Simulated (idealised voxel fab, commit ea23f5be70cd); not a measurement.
process module | voxel tone inversion
cross-section cut | 265 nm wide | cells 5 nm
A cross-section is a grid of square cells, given in bands from the top down. A band is one or more rows of cells.
Each band's line starts with the height of the band's top and of its bottom, in nm. Then come its materials from left to right, each with its width in nm. One material with "throughout" fills the band from edge to edge. "air" is empty space.
Height 0 is the level under which the wafer as received is all one material. The lowest band goes on downwards, as in "0 down".
A width such as "30 to 40" changes by the same amount from each row of cells to the next, from the band's top row to its bottom row.
"no change" after a step means that no cell of the cross-section changed.
closed voids: empty space of 8 cells or more with no open way to the top, each as width x height at its distance from the left edge, in nm
after a step's settings: what the simulator itself notes on the step
overlay nm, on a step with a mask: how far to the right of its planned place the mask lay; to the left if negative
plan
1 op RECEIVE | material Si
2 op CONFORMAL_DEP | material SiCN | thk nm 5
3 op DIRECTIONAL_DEP | material aC | thk nm 20
4 op PATTERN | tone cover | mask id POSTS | material resist | width nm 20 | pitch nm 45 | thk nm 25 | overlay nm 0
5 op DIRECTIONAL_ETCH | etch materials aC | depth nm 20
6 op STRIP | etch materials resist
7 op FILL_DEP | material lowk | thk nm 5
8 op CMP | height nm 15
9 op STRIP | etch materials aC
10 op CONFORMAL_DEP | material TiN | thk nm 5
11 op FILL_DEP | material Ru | thk nm 5
12 op CMP | height nm 25
13 op CONFORMAL_DEP | material SiCN | thk nm 5
varied across the wafers: height nm of step 8. The plan shows the first wafer's value. All wafers start alike
first wafer as received, after step 1
  0 down: Si throughout
  closed voids: none
each wafer at the end: cells of each material gained (+) or lost (-) since it was received, then its closed voids
height nm 15 | +65 Ru | +106 SiCN | +65 TiN | +82 lowk | closed voids: none
height nm 20 | +18 Ru | +106 SiCN | +71 TiN | +123 lowk | closed voids: none
height nm 25 | +18 Ru | +106 SiCN | +30 TiN | +164 lowk | closed voids: none
height nm 30 | +106 SiCN | +48 aC | +164 lowk | closed voids: none
